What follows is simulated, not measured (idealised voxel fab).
Process module heading - voxel ribs on slabs
Cross-sectional view cut (width: 275 nm; square cell size: 5 nm).
Cross-section, as written here: a square-cell grid given band by band from the top down, where a band holds one or more rows of cells.
Heights first: top, then bottom, in nm. Then materials, left to right, each with a width in nm. "all across" on a single material: fills the band edge to edge. "empty": empty space.
Ref level 0: as-received wafer is one material below here. Bottom band extends down with no lower bound ("0 -> down").
The notation "30..40" denotes a width that varies across the rows of cells in the band, beginning at the first number in the top row, finishing at the second number in the bottom row, and changing by an identical amount from each row to the next.
Any step labelled "no modifications" changed none of the cells in the cross-section.
Entry "Enclosed internal voids" = empty spaces >= 8 cells with no open way to the top; each as width x height at distance, distance from left edge, all nm.
Past the settings on a step's line: simulator remark, on that step.
If you see "overlay nm" on a step's line and that step has a mask, it's telling you how far right of where it was planned the mask ended up; a negative number means it went left instead.

## plan
- 1: RECEIVE | material Si
- 2: DIRECTIONAL_DEP | material SiO2 | thk nm 30
- 3: DIRECTIONAL_DEP | material SiN | thk nm 20
- 4: DIRECTIONAL_DEP | material aC | thk nm 15
- 5: PATTERN | tone cover | mask id RIB | material resist | width nm 30 | thk nm 35 | overlay nm 0
- 6: DIRECTIONAL_ETCH | etch materials aC | depth nm 15
- 7: STRIP | etch materials resist
- 8: DIRECTIONAL_ETCH | etch materials SiN | depth nm 5
- 9: STRIP | etch materials aC
- 10: DIRECTIONAL_DEP | material aC | thk nm 10
- 11: PATTERN | tone cover | mask id SLAB | material resist | width nm 80 | thk nm 30 | overlay nm 0
- 12: DIRECTIONAL_ETCH | etch materials aC | depth nm 10
- 13: STRIP | etch materials resist
- 14: DIRECTIONAL_ETCH | etch materials SiN | depth nm 15
- 15: STRIP | etch materials aC
- 16: FILL_DEP | material SiO2 | thk nm 25
- 17: CMP | height nm 65
- 18: DIRECTIONAL_DEP | material TiN | thk nm 5
- 19: PATTERN | tone cover | mask id HEATER | material resist | width nm 40 | thk nm 20 | overlay nm 0
- 20: DIRECTIONAL_ETCH | etch materials TiN | depth nm 5
- 21: STRIP | etch materials resist
- 22: CONFORMAL_DEP | material SiO2 | thk nm 5
Every wafer here starts from the same state; it is the step 22 thk nm that distinguishes them, and the value the plan gives belongs to the first wafer.

## Cross-section: the first of several wafers in its as-received state, i.e. following step 1
    0 -> down = Si all across
    Enclosed internal voids: none

## The following table contains a row per wafer, in which are reported, at the conclusion of the module, the cells of each material gained (+) or lost (-) since the wafer's receipt, with its closed voids given thereafter
thk nm 5 | +54 SiN | +718 SiO2 | +8 TiN | Enclosed internal voids: none
thk nm 10 | +54 SiN | +775 SiO2 | +8 TiN | Enclosed internal voids: none
thk nm 15 | +54 SiN | +832 SiO2 | +8 TiN | Enclosed internal voids: none
thk nm 20 | +54 SiN | +889 SiO2 | +8 TiN | Enclosed internal voids: none
thk nm 25 | +54 SiN | +946 SiO2 | +8 TiN | Enclosed internal voids: none
